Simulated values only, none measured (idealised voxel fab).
process module | voxel trench capacitor
cross-section cut | 165 nm wide | cells 5 nm
A cross-section is a grid of square cells, given in bands from the top down. A band is one or more rows of cells.
Each band's line starts with the height of the band's top and of its bottom, in nm. Then come its materials from left to right, each with its width in nm. One material with "throughout" fills the band from edge to edge. "air" is empty space.
Height 0 is the level under which the wafer as received is all one material. The lowest band goes on downwards, as in "0 down".
A width such as "30 to 40" changes by the same amount from each row of cells to the next, from the band's top row to its bottom row.
"no change" after a step means that no cell of the cross-section changed.
closed voids: empty space of 8 cells or more with no open way to the top, each as width x height at its distance from the left edge, in nm
after a step's settings: what the simulator itself notes on the step
overlay nm, on a step with a mask: how far to the right of its planned place the mask lay; to the left if negative
plan
1 op RECEIVE | material Si
2 op CONFORMAL_DEP | material SiN | thk nm 10
3 op MASKED_ETCH | tone open | mask id TRENCH | width nm 30 | pitch nm 50 | etch materials SiN | depth nm 10 | overlay nm 0
4 op MASKED_ETCH | tone open | mask id TRENCH | width nm 30 | pitch nm 50 | etch materials Si | depth nm 25 | overlay nm 0
5 op CONFORMAL_DEP | material Al2O3 | thk nm 5
6 op CONFORMAL_DEP | material TiN | thk nm 5
7 op FILL_DEP | material W | thk nm 10
8 op CMP | height nm 10
as received, after step 1
  0 down: Si throughout
  closed voids: none
first wafer at the end, as planned
  10 to 0: SiN 15 | Al2O3 5 | TiN 5 | W 10 | TiN 5 | Al2O3 5 | SiN 20 | Al2O3 5 | TiN 5 | W 10 | TiN 5 | Al2O3 5 | SiN 20 | Al2O3 5 | TiN 5 | W 10 | TiN 5 | Al2O3 5 | SiN 20
  0 to -15: Si 15 | Al2O3 5 | TiN 5 | W 10 | TiN 5 | Al2O3 5 | Si 20 | Al2O3 5 | TiN 5 | W 10 | TiN 5 | Al2O3 5 | Si 20 | Al2O3 5 | TiN 5 | W 10 | TiN 5 | Al2O3 5 | Si 20
  -15 to -20: Si 15 | Al2O3 5 | TiN 20 | Al2O3 5 | Si 20 | Al2O3 5 | TiN 20 | Al2O3 5 | Si 20 | Al2O3 5 | TiN 20 | Al2O3 5 | Si 20
  -20 to -25: Si 15 | Al2O3 30 | Si 20 | Al2O3 30 | Si 20 | Al2O3 30 | Si 20
  -25 down: Si throughout
  closed voids: none
second wafer at the end: like start, like plan, one mistake
  10 to 0: SiN 15 | Al2O3 5 | TiN 5 | W 10 | TiN 10 to 5 | Al2O3 5 to 10 | SiN 15 | Al2O3 5 | TiN 5 | W 10 | TiN 10 to 5 | Al2O3 5 to 10 | SiN 15 | Al2O3 5 | TiN 5 | W 10 | TiN 10 to 5 | Al2O3 5 to 10 | SiN 15
  0 to -15: Si 15 | Al2O3 5 | TiN 5 | W 10 | TiN 5 | Al2O3 5 | Si 20 | Al2O3 5 | TiN 5 | W 10 | TiN 5 | Al2O3 5 | Si 20 | Al2O3 5 | TiN 5 | W 10 | TiN 5 | Al2O3 5 | Si 20
  -15 to -20: Si 15 | Al2O3 5 | TiN 20 | Al2O3 5 | Si 20 | Al2O3 5 | TiN 20 | Al2O3 5 | Si 20 | Al2O3 5 | TiN 20 | Al2O3 5 | Si 20
  -20 to -25: Si 15 | Al2O3 30 | Si 20 | Al2O3 30 | Si 20 | Al2O3 30 | Si 20
  -25 down: Si throughout
  closed voids: none
what went wrong: step 3 ran as: op MASKED_ETCH | tone open | mask id TRENCH | width nm 35 | pitch nm 50 | etch materials SiN | depth nm 10 | overlay nm 0
at the end the second wafer has, in cells: 3 more of Al2O3 | 6 fewer of SiN | 3 more of TiN
